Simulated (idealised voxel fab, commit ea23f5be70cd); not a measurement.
The following is a process module called voxel self aligned contacts.
Square cell edge 5 nm, section width 215 nm, ID cut.
Heads up, the way a cross-section reads in here is a grid of square cells, handed over as bands from the top down, with every band being one or more rows of cells. Top height, bottom height, nm. Materials left to right, width each, nm. Single material + "everywhere" = fills band edge to edge. "blank" = empty. Below 0: as-received wafer, all one material; heights counted from there. Lowest band: no bottom, goes on down, written "from 0 down". The width entry "30 to 40" should be interpreted row by row: the top row of cells in the band takes the first number, the bottom row takes the second number, and the change between adjacent rows is uniform throughout. You'll sometimes find "everything unchanged" written for a step, and that's the way of saying that nowhere in the cross-section did a cell change during that step. What "Sealed void inventory" gives you is every empty space of 8 cells or more that is cut off from the top. Each appears as width x height at distance, with the distance taken from the left edge and width, height and distance all in nm. Text after the settings on a step's line: the simulator's own remark on that step. You can add "overlay nm" to a step's line. For a step with a mask, it describes how far the mask lay to the right of its planned position, and a negative number describes a lay to the left.

Planned step list for the process:
step 1: RECEIVE,material Si
step 2: CONFORMAL_DEP,material SiO2,thk nm 5
step 3: DIRECTIONAL_DEP,material polySi,thk nm 20
step 4: DIRECTIONAL_DEP,material SiN,thk nm 25
step 5: MASKED_ETCH,tone cover,mask id GATE,width nm 25,pitch nm 65,etch materials SiN,depth nm 25,overlay nm 0
step 6: MASKED_ETCH,tone cover,mask id GATE,width nm 25,pitch nm 65,etch materials polySi,depth nm 20,overlay nm 0
step 7: CONFORMAL_DEP,material SiN,thk nm 10
step 8: DIRECTIONAL_ETCH,etch materials SiN,depth nm 10
step 9: FILL_DEP,material SiO2,thk nm 20
step 10: CMP,height nm 60
step 11: DIRECTIONAL_DEP,material aC,thk nm 15
step 12: PATTERN,tone open,mask id CONTACT,material resist,width nm 50,pitch nm 65,thk nm 35,overlay nm 0
step 13: DIRECTIONAL_ETCH,etch materials aC,depth nm 15
step 14: STRIP,etch materials resist
step 15: DIRECTIONAL_ETCH,etch materials SiO2,depth nm 60
step 16: STRIP,etch materials aC
step 17: CONFORMAL_DEP,material TiN,thk nm 5
step 18: FILL_DEP,material Ru,thk nm 5
step 19: CMP,height nm 60
step 20: CONFORMAL_DEP,material SiCN,thk nm 5

First of two wafers: run as planned:

As received (post step 1): cross-section:
> from 0 down | Si everywhere
> Sealed void inventory: none

The wafer in cross-section once step 2 is complete:
> from 5 to 0 | SiO2 everywhere
> Lower than 0, everything is as it was.

The wafer in cross-section once step 3 is complete:
> from 25 to 5 | polySi everywhere
> Lower than 5, everything is as it was.

The wafer in cross-section once step 4 is complete:
> from 50 to 25 | SiN everywhere
> Lower than 25, everything is as it was.

The wafer in cross-section once step 5 is complete:
> from 50 to 25 | 30 blank / 25 SiN / 40 blank / 25 SiN / 40 blank / 25 SiN / 30 blank
> Lower than 25, everything is as it was.

The wafer in cross-section once step 6 is complete:
> from 50 to 25 | 30 blank / 25 SiN / 40 blank / 25 SiN / 40 blank / 25 SiN / 30 blank
> from 25 to 5 | 30 blank / 25 polySi / 40 blank / 25 polySi / 40 blank / 25 polySi / 30 blank
> Lower than 5, everything is as it was.

The wafer in cross-section once step 7 is complete:
> from 60 to 25 | 20 blank / 45 SiN / 20 blank / 45 SiN / 20 blank / 45 SiN / 20 blank
> from 25 to 15 | 20 blank / 10 SiN / 25 polySi / 10 SiN / 20 blank / 10 SiN / 25 polySi / 10 SiN / 20 blank / 10 SiN / 25 polySi / 10 SiN / 20 blank
> from 15 to 5 | 30 SiN / 25 polySi / 40 SiN / 25 polySi / 40 SiN / 25 polySi / 30 SiN
> Lower than 5, everything is as it was.

The wafer in cross-section once step 8 is complete:
> from 50 to 25 | 20 blank / 45 SiN / 20 blank / 45 SiN / 20 blank / 45 SiN / 20 blank
> from 25 to 5 | 20 blank / 10 SiN / 25 polySi / 10 SiN / 20 blank / 10 SiN / 25 polySi / 10 SiN / 20 blank / 10 SiN / 25 polySi / 10 SiN / 20 blank
> Lower than 5, everything is as it was.

The wafer in cross-section once step 9 is complete:
> from 70 to 50 | SiO2 everywhere
> from 50 to 25 | 20 SiO2 / 45 SiN / 20 SiO2 / 45 SiN / 20 SiO2 / 45 SiN / 20 SiO2
> from 25 to 5 | 20 SiO2 / 10 SiN / 25 polySi / 10 SiN / 20 SiO2 / 10 SiN / 25 polySi / 10 SiN / 20 SiO2 / 10 SiN / 25 polySi / 10 SiN / 20 SiO2
> Lower than 5, everything is as it was.

The wafer in cross-section once step 10 is complete:
> from 60 to 50 | SiO2 everywhere
> Lower than 50, everything is as it was.

The wafer in cross-section once step 11 is complete:
> from 75 to 60 | aC everywhere
> Lower than 60, everything is as it was.

The wafer in cross-section once step 12 is complete:
> from 110 to 75 | 50 resist / 50 blank / 15 resist / 50 blank / 50 resist
> Lower than 75, everything is as it was.

The wafer in cross-section once step 13 is complete:
> from 95 to 75 | 50 resist / 50 blank / 15 resist / 50 blank / 50 resist
> from 75 to 60 | 50 aC / 50 blank / 15 aC / 50 blank / 50 aC
> Lower than 60, everything is as it was.

The wafer in cross-section once step 14 is complete:
> from 75 to 60 | 50 aC / 50 blank / 15 aC / 50 blank / 50 aC
> Lower than 60, everything is as it was.

The wafer in cross-section once step 15 is complete:
> from 75 to 60 | 50 aC / 50 blank / 15 aC / 50 blank / 50 aC
> from 60 to 50 | 50 SiO2 / 50 blank / 15 SiO2 / 50 blank / 50 SiO2
> from 50 to 25 | 20 SiO2 / 45 SiN / 20 blank / 45 SiN / 20 blank / 45 SiN / 20 SiO2
> from 25 to 5 | 20 SiO2 / 10 SiN / 25 polySi / 10 SiN / 20 blank / 10 SiN / 25 polySi / 10 SiN / 20 blank / 10 SiN / 25 polySi / 10 SiN / 20 SiO2
> from 5 to 0 | 65 SiO2 / 20 blank / 45 SiO2 / 20 blank / 65 SiO2
> Lower than 0, everything is as it was.

The wafer in cross-section once step 16 is complete:
> from 60 to 50 | 50 SiO2 / 50 blank / 15 SiO2 / 50 blank / 50 SiO2
> Lower than 50, everything is as it was.

The wafer in cross-section once step 17 is complete:
> from 65 to 60 | 55 TiN / 40 blank / 25 TiN / 40 blank / 55 TiN
> from 60 to 50 | 50 SiO2 / 5 to 20 TiN / 40 to 10 blank / 5 to 20 TiN / 15 SiO2 / 5 to 20 TiN / 40 to 10 blank / 5 to 20 TiN / 50 SiO2
> from 50 to 25 | 20 SiO2 / 45 SiN / 5 TiN / 10 blank / 5 TiN / 45 SiN / 5 TiN / 10 blank / 5 TiN / 45 SiN / 20 SiO2
> from 25 to 5 | 20 SiO2 / 10 SiN / 25 polySi / 10 SiN / 5 TiN / 10 blank / 5 TiN / 10 SiN / 25 polySi / 10 SiN / 5 TiN / 10 blank / 5 TiN / 10 SiN / 25 polySi / 10 SiN / 20 SiO2
> from 5 to 0 | 65 SiO2 / 20 TiN / 45 SiO2 / 20 TiN / 65 SiO2
> Lower than 0, everything is as it was.

The wafer in cross-section once step 18 is complete:
> from 70 to 65 | Ru everywhere
> from 65 to 60 | 55 TiN / 40 Ru / 25 TiN / 40 Ru / 55 TiN
> from 60 to 50 | 50 SiO2 / 5 to 20 TiN / 40 to 10 Ru / 5 to 20 TiN / 15 SiO2 / 5 to 20 TiN / 40 to 10 Ru / 5 to 20 TiN / 50 SiO2
> from 50 to 25 | 20 SiO2 / 45 SiN / 5 TiN / 10 Ru / 5 TiN / 45 SiN / 5 TiN / 10 Ru / 5 TiN / 45 SiN / 20 SiO2
> from 25 to 5 | 20 SiO2 / 10 SiN / 25 polySi / 10 SiN / 5 TiN / 10 Ru / 5 TiN / 10 SiN / 25 polySi / 10 SiN / 5 TiN / 10 Ru / 5 TiN / 10 SiN / 25 polySi / 10 SiN / 20 SiO2
> Lower than 5, everything is as it was.

The wafer in cross-section once step 19 is complete:
> from 60 to 50 | 50 SiO2 / 5 to 20 TiN / 40 to 10 Ru / 5 to 20 TiN / 15 SiO2 / 5 to 20 TiN / 40 to 10 Ru / 5 to 20 TiN / 50 SiO2
> Lower than 50, everything is as it was.

The wafer in cross-section once step 20 is complete:
> from 65 to 60 | SiCN everywhere
> Lower than 60, everything is as it was.

The second wafer: identical to the first at the outset and in its planned sequence, differing only in that one mistake was made during processing; up to and including step 6, its path is the first wafer's path:

Second wafer profile in section, at the moment step 7 of the plan was meant to be complete:
> from 40 to 25 | 30 blank / 25 SiN / 40 blank / 25 SiN / 40 blank / 25 SiN / 30 blank
> Lower than 25, everything is as it was.

Second wafer profile in section, at the moment step 8 of the plan was meant to be complete:
> from 50 to 25 | 20 blank / 45 SiN / 20 blank / 45 SiN / 20 blank / 45 SiN / 20 blank
> from 25 to 15 | 20 blank / 10 SiN / 25 polySi / 10 SiN / 20 blank / 10 SiN / 25 polySi / 10 SiN / 20 blank / 10 SiN / 25 polySi / 10 SiN / 20 blank
> from 15 to 5 | 30 SiN / 25 polySi / 40 SiN / 25 polySi / 40 SiN / 25 polySi / 30 SiN
> Lower than 5, everything is as it was.

Second wafer profile in section, at the moment step 9 of the plan was meant to be complete:
> from 70 to 50 | SiO2 everywhere
> from 50 to 25 | 20 SiO2 / 45 SiN / 20 SiO2 / 45 SiN / 20 SiO2 / 45 SiN / 20 SiO2
> from 25 to 15 | 20 SiO2 / 10 SiN / 25 polySi / 10 SiN / 20 SiO2 / 10 SiN / 25 polySi / 10 SiN / 20 SiO2 / 10 SiN / 25 polySi / 10 SiN / 20 SiO2
> Lower than 15, everything is as it was.

Second wafer profile in section, at the moment step 10 of the plan was meant to be complete:
> from 60 to 50 | SiO2 everywhere
> Lower than 50, everything is as it was.

Second wafer profile in section, at the moment step 11 of the plan was meant to be complete:
> from 75 to 60 | aC everywhere
> Lower than 60, everything is as it was.

Second wafer profile in section, at the moment step 12 of the plan was meant to be complete:
> from 110 to 75 | 50 resist / 50 blank / 15 resist / 50 blank / 50 resist
> Lower than 75, everything is as it was.

Second wafer profile in section, at the moment step 13 of the plan was meant to be complete:
> from 95 to 75 | 50 resist / 50 blank / 15 resist / 50 blank / 50 resist
> from 75 to 60 | 50 aC / 50 blank / 15 aC / 50 blank / 50 aC
> Lower than 60, everything is as it was.

Second wafer profile in section, at the moment step 14 of the plan was meant to be complete:
> from 75 to 60 | 50 aC / 50 blank / 15 aC / 50 blank / 50 aC
> Lower than 60, everything is as it was.

Second wafer profile in section, at the moment step 15 of the plan was meant to be complete:
> from 75 to 60 | 50 aC / 50 blank / 15 aC / 50 blank / 50 aC
> from 60 to 50 | 50 SiO2 / 50 blank / 15 SiO2 / 50 blank / 50 SiO2
> from 50 to 25 | 20 SiO2 / 45 SiN / 20 blank / 45 SiN / 20 blank / 45 SiN / 20 SiO2
> from 25 to 15 | 20 SiO2 / 10 SiN / 25 polySi / 10 SiN / 20 blank / 10 SiN / 25 polySi / 10 SiN / 20 blank / 10 SiN / 25 polySi / 10 SiN / 20 SiO2
> Lower than 15, everything is as it was.

Second wafer profile in section, at the moment step 16 of the plan was meant to be complete:
> from 60 to 50 | 50 SiO2 / 50 blank / 15 SiO2 / 50 blank / 50 SiO2
> Lower than 50, everything is as it was.

Second wafer profile in section, at the moment step 17 of the plan was meant to be complete:
> from 65 to 60 | 55 TiN / 40 blank / 25 TiN / 40 blank / 55 TiN
> from 60 to 50 | 50 SiO2 / 5 to 20 TiN / 40 to 10 blank / 5 to 20 TiN / 15 SiO2 / 5 to 20 TiN / 40 to 10 blank / 5 to 20 TiN / 50 SiO2
> from 50 to 25 | 20 SiO2 / 45 SiN / 5 TiN / 10 blank / 5 TiN / 45 SiN / 5 TiN / 10 blank / 5 TiN / 45 SiN / 20 SiO2
> from 25 to 20 | 20 SiO2 / 10 SiN / 25 polySi / 10 SiN / 5 TiN / 10 blank / 5 TiN / 10 SiN / 25 polySi / 10 SiN / 5 TiN / 10 blank / 5 TiN / 10 SiN / 25 polySi / 10 SiN / 20 SiO2
> from 20 to 15 | 20 SiO2 / 10 SiN / 25 polySi / 10 SiN / 20 TiN / 10 SiN / 25 polySi / 10 SiN / 20 TiN / 10 SiN / 25 polySi / 10 SiN / 20 SiO2
> Lower than 15, everything is as it was.

Second wafer profile in section, at the moment step 18 of the plan was meant to be complete:
> from 70 to 65 | Ru everywhere
> from 65 to 60 | 55 TiN / 40 Ru / 25 TiN / 40 Ru / 55 TiN
> from 60 to 50 | 50 SiO2 / 5 to 20 TiN / 40 to 10 Ru / 5 to 20 TiN / 15 SiO2 / 5 to 20 TiN / 40 to 10 Ru / 5 to 20 TiN / 50 SiO2
> from 50 to 25 | 20 SiO2 / 45 SiN / 5 TiN / 10 Ru / 5 TiN / 45 SiN / 5 TiN / 10 Ru / 5 TiN / 45 SiN / 20 SiO2
> from 25 to 20 | 20 SiO2 / 10 SiN / 25 polySi / 10 SiN / 5 TiN / 10 Ru / 5 TiN / 10 SiN / 25 polySi / 10 SiN / 5 TiN / 10 Ru / 5 TiN / 10 SiN / 25 polySi / 10 SiN / 20 SiO2
> Lower than 20, everything is as it was.

Second wafer profile in section, at the moment step 19 of the plan was meant to be complete:
> from 60 to 50 | 50 SiO2 / 5 to 20 TiN / 40 to 10 Ru / 5 to 20 TiN / 15 SiO2 / 5 to 20 TiN / 40 to 10 Ru / 5 to 20 TiN / 50 SiO2
> Lower than 50, everything is as it was.

Second wafer profile in section, at the moment step 20 of the plan was meant to be complete:
> from 65 to 60 | SiCN everywhere
> Lower than 60, everything is as it was.
Deviation noted in wafer processing: so 7 and 8 got swapped relative to the plan, each ran where the other was supposed to
Counted in cells at the end, the second wafer holds more or fewer of these materials than the first: Ru -12, SiN +32, SiO2 -8, TiN -12
